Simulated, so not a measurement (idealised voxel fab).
process module | voxel released beams
cross-section cut | 235 nm wide | cells 5 nm
A cross-section is a grid of square cells, given in bands from the top down. A band is one or more rows of cells.
Each band's line starts with the height of the band's top and of its bottom, in nm. Then come its materials from left to right, each with its width in nm. One material with "throughout" fills the band from edge to edge. "air" is empty space.
Height 0 is the level under which the wafer as received is all one material. The lowest band goes on downwards, as in "0 down".
A width such as "30 to 40" changes by the same amount from each row of cells to the next, from the band's top row to its bottom row.
"no change" after a step means that no cell of the cross-section changed.
closed voids: empty space of 8 cells or more with no open way to the top, each as width x height at its distance from the left edge, in nm
after a step's settings: what the simulator itself notes on the step
overlay nm, on a step with a mask: how far to the right of its planned place the mask lay; to the left if negative
plan
1 op RECEIVE | material Si
2 op CONFORMAL_DEP | material Al2O3 | thk nm 5
3 op DIRECTIONAL_DEP | material SiO2 | thk nm 20
4 op MASKED_ETCH | tone open | mask id ANCHOR | width nm 25 | etch materials SiO2 | depth nm 20 | overlay nm 0
5 op CONFORMAL_DEP | material W | thk nm 10
6 op DIRECTIONAL_DEP | material aC | thk nm 10
7 op PATTERN | tone cover | mask id BEAM | material resist | width nm 80 | thk nm 25 | overlay nm 0
8 op DIRECTIONAL_ETCH | etch materials aC | depth nm 10
9 op STRIP | etch materials resist
10 op DIRECTIONAL_ETCH | etch materials W | depth nm 10
11 op STRIP | etch materials aC
12 op STRIP | etch materials SiO2
first wafer, as planned
as received, after step 1
  0 down: Si throughout
  closed voids: none
after step 2
  5 to 0: Al2O3 throughout
  below 0: unchanged
after step 3
  25 to 5: SiO2 throughout
  below 5: unchanged
after step 4
  25 to 5: SiO2 80 | air 25 | SiO2 130
  below 5: unchanged
after step 5
  35 to 25: W 90 | air 5 | W 140
  25 to 15: SiO2 80 | W 10 | air 5 | W 10 | SiO2 130
  15 to 5: SiO2 80 | W 25 | SiO2 130
  below 5: unchanged
after step 6
  45 to 35: aC 90 | air 5 | aC 140
  35 to 25: W 90 | air 5 | W 140
  25 to 15: SiO2 80 | W 10 | aC 5 | W 10 | SiO2 130
  below 15: unchanged
after step 7
  70 to 45: air 75 | resist 80 | air 80
  45 to 35: aC 90 | resist 5 | aC 140
  35 to 25: W 90 | resist 5 | W 140
  below 25: unchanged
after step 8
  60 to 45: air 75 | resist 80 | air 80
  45 to 35: air 75 | aC 15 | resist 5 | aC 60 | air 80
  below 35: unchanged
after step 9
  45 to 35: air 75 | aC 15 | air 5 | aC 60 | air 80
  35 to 25: W 90 | air 5 | W 140
  below 25: unchanged
after step 10
  45 to 35: air 75 | aC 15 | air 5 | aC 60 | air 80
  35 to 25: air 75 | W 15 | air 5 | W 60 | air 80
  below 25: unchanged
after step 11
  35 to 25: air 75 | W 15 | air 5 | W 60 | air 80
  25 to 15: SiO2 80 | W 10 | air 5 | W 10 | SiO2 130
  below 15: unchanged
after step 12
  35 to 25: air 75 | W 15 | air 5 | W 60 | air 80
  25 to 15: air 80 | W 10 | air 5 | W 10 | air 130
  15 to 5: air 80 | W 25 | air 130
  below 5: unchanged
second wafer: like start, like plan, one mistake. Through step 1 it matches the first wafer
when step 2 should have ended
  20 to 0: SiO2 throughout
  below 0: unchanged
when step 3 should have ended
  25 to 20: Al2O3 throughout
  below 20: unchanged
when step 4 should have ended: no change
when step 5 should have ended
  35 to 25: W throughout
  below 25: unchanged
when step 6 should have ended
  45 to 35: aC throughout
  below 35: unchanged
when step 7 should have ended
  70 to 45: air 75 | resist 80 | air 80
  below 45: unchanged
when step 8 should have ended
  60 to 45: air 75 | resist 80 | air 80
  45 to 35: air 75 | aC 80 | air 80
  below 35: unchanged
when step 9 should have ended
  45 to 35: air 75 | aC 80 | air 80
  below 35: unchanged
when step 10 should have ended
  45 to 35: air 75 | aC 80 | air 80
  35 to 25: air 75 | W 80 | air 80
  below 25: unchanged
when step 11 should have ended
  35 to 25: air 75 | W 80 | air 80
  below 25: unchanged
when step 12 should have ended: no change
what went wrong: steps 2 and 3 were swapped
at the end the second wafer has, in cells: 188 more of SiO2 | 16 fewer of W
